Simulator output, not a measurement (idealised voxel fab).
process module | voxel double patterning
cross-section cut | 205 nm wide | cells 5 nm
A cross-section is a grid of square cells, given in bands from the top down. A band is one or more rows of cells.
Each band's line starts with the height of the band's top and of its bottom, in nm. Then come its materials from left to right, each with its width in nm. One material with "throughout" fills the band from edge to edge. "air" is empty space.
Height 0 is the level under which the wafer as received is all one material. The lowest band goes on downwards, as in "0 down".
A width such as "30 to 40" changes by the same amount from each row of cells to the next, from the band's top row to its bottom row.
"no change" after a step means that no cell of the cross-section changed.
closed voids: empty space of 8 cells or more with no open way to the top, each as width x height at its distance from the left edge, in nm
after a step's settings: what the simulator itself notes on the step
overlay nm, on a step with a mask: how far to the right of its planned place the mask lay; to the left if negative
plan
1 op RECEIVE | material Si
2 op CONFORMAL_DEP | material SiO2 | thk nm 10
3 op DIRECTIONAL_DEP | material TiN | thk nm 10
4 op DIRECTIONAL_DEP | material SiN | thk nm 5
5 op MASKED_ETCH | tone open | mask id FIRST | width nm 15 | pitch nm 50 | etch materials SiN | depth nm 5 | overlay nm 0
6 op DIRECTIONAL_DEP | material aC | thk nm 15
7 op PATTERN | tone open | mask id SECOND | material resist | width nm 15 | pitch nm 50 | thk nm 30 | overlay nm 0
8 op DIRECTIONAL_ETCH | etch materials aC | depth nm 15
9 op STRIP | etch materials resist
10 op DIRECTIONAL_ETCH | etch materials SiN | depth nm 5
11 op STRIP | etch materials aC
12 op DIRECTIONAL_ETCH | etch materials TiN | depth nm 10
13 op STRIP | etch materials SiN
as received, after step 1
  0 down: Si throughout
  closed voids: none
a wafer at the end: this start, this plan, one mistake
  20 to 10: TiN 45 | air 15 | TiN 10 | air 15 | TiN 10 | air 15 | TiN 10 | air 15 | TiN 10 | air 15 | TiN 45
  10 to 0: TiN throughout
  0 down: Si throughout
  closed voids: none
what went wrong: step 2 ran as: op CONFORMAL_DEP | material TiN | thk nm 10
